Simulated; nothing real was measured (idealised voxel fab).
This is a process module. Its name is voxel spacer lines.
It is cross-section cut that appears here, measuring 220 nm in width, its square cells being 5 nm in size.
How to read a cross-section here: the picture is a grid of square cells, written as bands going from the top down, and any band can span one or more rows of cells. Top, bottom (nm), then materials left to right with widths (nm); lone material tagged "throughout" fills the whole band edge to edge; "blank" = empty space. Heights are reckoned from 0. Under this level, the received wafer is all of one material. The bottommost band is open-ended downward, for example "from 0 down". So if you see something like "30 to 40" for the width, read it as the top row of the band sitting at the first number and the bottom row at the second, with every row in between moving by the same amount as the last. Any step labelled "remains unaltered" changed none of the cells in the cross-section. Reported under the label "Fully sealed cavities" are the empty spaces having no open way to the top and comprising 8 cells or more; the notation for each is width x height at distance, in which the distance is measured from the left edge and all three values are in nm. Anything after a step's settings on that line? It's the simulator's own note about the step. Regarding "overlay nm": on a step with a mask, it is the distance the mask lay to the right of its planned place; a negative value places it to the left.

## Steps in the process plan
1) RECEIVE | material Si
2) CONFORMAL_DEP | material Al2O3 | thk nm 5
3) DIRECTIONAL_DEP | material polySi | thk nm 15
4) DIRECTIONAL_DEP | material aC | thk nm 30
5) PATTERN | tone cover | mask id MANDREL | material resist | width nm 25 | pitch nm 80 | thk nm 40 | overlay nm 0
6) DIRECTIONAL_ETCH | etch materials aC | depth nm 30
7) STRIP | etch materials resist
8) CONFORMAL_DEP | material SiN | thk nm 15
9) DIRECTIONAL_ETCH | etch materials SiN | depth nm 15
10) STRIP | etch materials aC
11) DIRECTIONAL_ETCH | etch materials polySi | depth nm 15
12) STRIP | etch materials SiN

## So this is the incoming wafer in cross-section - it's already been through step 1
	from 0 down | Si throughout
	Fully sealed cavities: none

## End-of-module XS, first of two wafers, run as planned
	from 20 to 5 | polySi=15 | blank=25 | polySi=15 | blank=25 | polySi=15 | blank=25 | polySi=15 | blank=25 | polySi=15 | blank=25 | polySi=15 | blank=5
	from 5 to 0 | Al2O3 throughout
	from 0 down | Si throughout
	Fully sealed cavities: none

## second wafer at the end: like start, like plan, one mistake
	from 20 to 5 | polySi=55 | blank=25 | polySi=55 | blank=25 | polySi=55 | blank=5
	from 5 to 0 | Al2O3 throughout
	from 0 down | Si throughout
	Fully sealed cavities: none
what went wrong: ran 10 and 11 in swapped order versus the plan
Heads up, by the end the second wafer has more or fewer cells of some materials compared to the first: polySi +45
